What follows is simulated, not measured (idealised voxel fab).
The process module that follows is named voxel fin reveal.
Pictured: cross-section cut, 290 nm wide, on a grid of 5 nm square cells.
In what follows, cross-sections appear as grids of square cells, described through bands that run from the top down, where every band is one or more rows of cells.
Look at the band entry: it leads with the top's height and the bottom's height in nm. Then it lists the materials left to right, with a width in nm for each. The word "throughout" on a single material says that material fills the band edge to edge. The word "empty" is empty space.
It should be noted that heights are counted from 0, beneath which the wafer as supplied is of one material throughout, and that the lowest band possesses no lower boundary but continues downward, as written in "0 nm and below".
Width: "30..40" (first number = top row, second number = bottom row, same change from row to row of cells).
"remained the same" -> step changed no cross-section cell.
"Trapped void list" lists enclosed empty spaces (at least 8 cells, no open path upward to the top), each as width x height at distance from the left edge, in nm.
If you see something after the settings on a step's line, that's the simulator's own remark about that step.
You can add "overlay nm" to a step's line. For a step with a mask, it describes how far the mask lay to the right of its planned position, and a negative number describes a lay to the left.

Process steps foreseen in the plan:
1. RECEIVE, material Si
2. CONFORMAL_DEP, material SiN, thk nm 10
3. PATTERN, tone cover, mask id FINS, material resist, width nm 15, pitch nm 40, thk nm 15, overlay nm 0
4. DIRECTIONAL_ETCH, etch materials SiN, depth nm 10
5. DIRECTIONAL_ETCH, etch materials Si, depth nm 35
6. STRIP, etch materials resist
7. OXIDIZE, depth nm 5
8. FILL_DEP, material SiO2, thk nm 5
9. CMP, height nm 10
10. SELECTIVE_ETCH, etch materials SiO2, depth nm 25
11. STRIP, etch materials SiN
12. CONFORMAL_DEP, material HfO2, thk nm 5

Concerning the first of two wafers, which was run in accordance with the plan:

Cross-section of the wafer as it came to us, i.e., already through step 1:
0 nm and below | Si throughout
Trapped void list: none

The wafer in cross-section once step 2 is complete:
10 nm to 0 nm | SiN throughout
Below 0, the layers are the same as they were.

The wafer in cross-section once step 3 is complete:
25 nm to 10 nm | empty 115  resist 15  empty 25  resist 15  empty 120
Below 10, the layers are the same as they were.

The wafer in cross-section once step 4 is complete:
25 nm to 10 nm | empty 115  resist 15  empty 25  resist 15  empty 120
10 nm to 0 nm | empty 115  SiN 15  empty 25  SiN 15  empty 120
Below 0, the layers are the same as they were.

The wafer in cross-section once step 5 is complete:
25 nm to 10 nm | empty 115  resist 15  empty 25  resist 15  empty 120
10 nm to 0 nm | empty 115  SiN 15  empty 25  SiN 15  empty 120
0 nm to -35 nm | empty 115  Si 15  empty 25  Si 15  empty 120
Below -35, the layers are the same as they were.

The wafer in cross-section once step 6 is complete:
10 nm to 0 nm | empty 115  SiN 15  empty 25  SiN 15  empty 120
Below 0, the layers are the same as they were.

The wafer in cross-section once step 7 is complete:
10 nm to 0 nm | empty 115  SiN 15  empty 25  SiN 15  empty 120
0 nm to -35 nm | empty 115  SiO2 5  Si 5  SiO2 5  empty 25  SiO2 5  Si 5  SiO2 5  empty 120
-35 nm to -40 nm | SiO2 120  Si 5  SiO2 35  Si 5  SiO2 125
Below -40, the layers are the same as they were.

The wafer in cross-section once step 8 is complete:
15 nm to 10 nm | SiO2 throughout
10 nm to 0 nm | SiO2 115  SiN 15  SiO2 25  SiN 15  SiO2 120
0 nm to -40 nm | SiO2 120  Si 5  SiO2 35  Si 5  SiO2 125
Below -40, the layers are the same as they were.

The wafer in cross-section once step 9 is complete:
10 nm to 0 nm | SiO2 115  SiN 15  SiO2 25  SiN 15  SiO2 120
Below 0, the layers are the same as they were.

The wafer in cross-section once step 10 is complete:
10 nm to 0 nm | empty 115  SiN 15  empty 25  SiN 15  empty 120
0 nm to -15 nm | empty 120  Si 5  empty 35  Si 5  empty 125
Below -15, the layers are the same as they were.

The wafer in cross-section once step 11 is complete:
0 nm to -15 nm | empty 120  Si 5  empty 35  Si 5  empty 125
Below -15, the layers are the same as they were.

The wafer in cross-section once step 12 is complete:
5 nm to 0 nm | empty 115  HfO2 15  empty 25  HfO2 15  empty 120
0 nm to -10 nm | empty 115  HfO2 5  Si 5  HfO2 5  empty 25  HfO2 5  Si 5  HfO2 5  empty 120
-10 nm to -15 nm | HfO2 120  Si 5  HfO2 35  Si 5  HfO2 125
Below -15, the layers are the same as they were.

The Second Wafer: Common Origin and Plan, One Mistake in Execution, Identical to the First Through Step 9:

Cross-section of the second wafer at the time step 10 of the plan should have ended:
10 nm to 0 nm | empty 115  SiN 15  empty 25  SiN 15  empty 120
0 nm to -5 nm | empty 120  Si 5  empty 35  Si 5  empty 125
Below -5, the layers are the same as they were.

Cross-section of the second wafer at the time step 11 of the plan should have ended:
0 nm to -5 nm | empty 120  Si 5  empty 35  Si 5  empty 125
Below -5, the layers are the same as they were.

Cross-section of the second wafer at the time step 12 of the plan should have ended:
5 nm to 0 nm | empty 115  HfO2 15  empty 25  HfO2 15  empty 120
0 nm to -5 nm | HfO2 120  Si 5  HfO2 35  Si 5  HfO2 125
Below -5, the layers are the same as they were.
Nonconformance to the process plan: contrary to plan, step 10 was performed as SELECTIVE_ETCH, etch materials SiO2, depth nm 15
End of process, cell counts, second wafer against first, materials with more or fewer: HfO2 -8; SiO2 +112
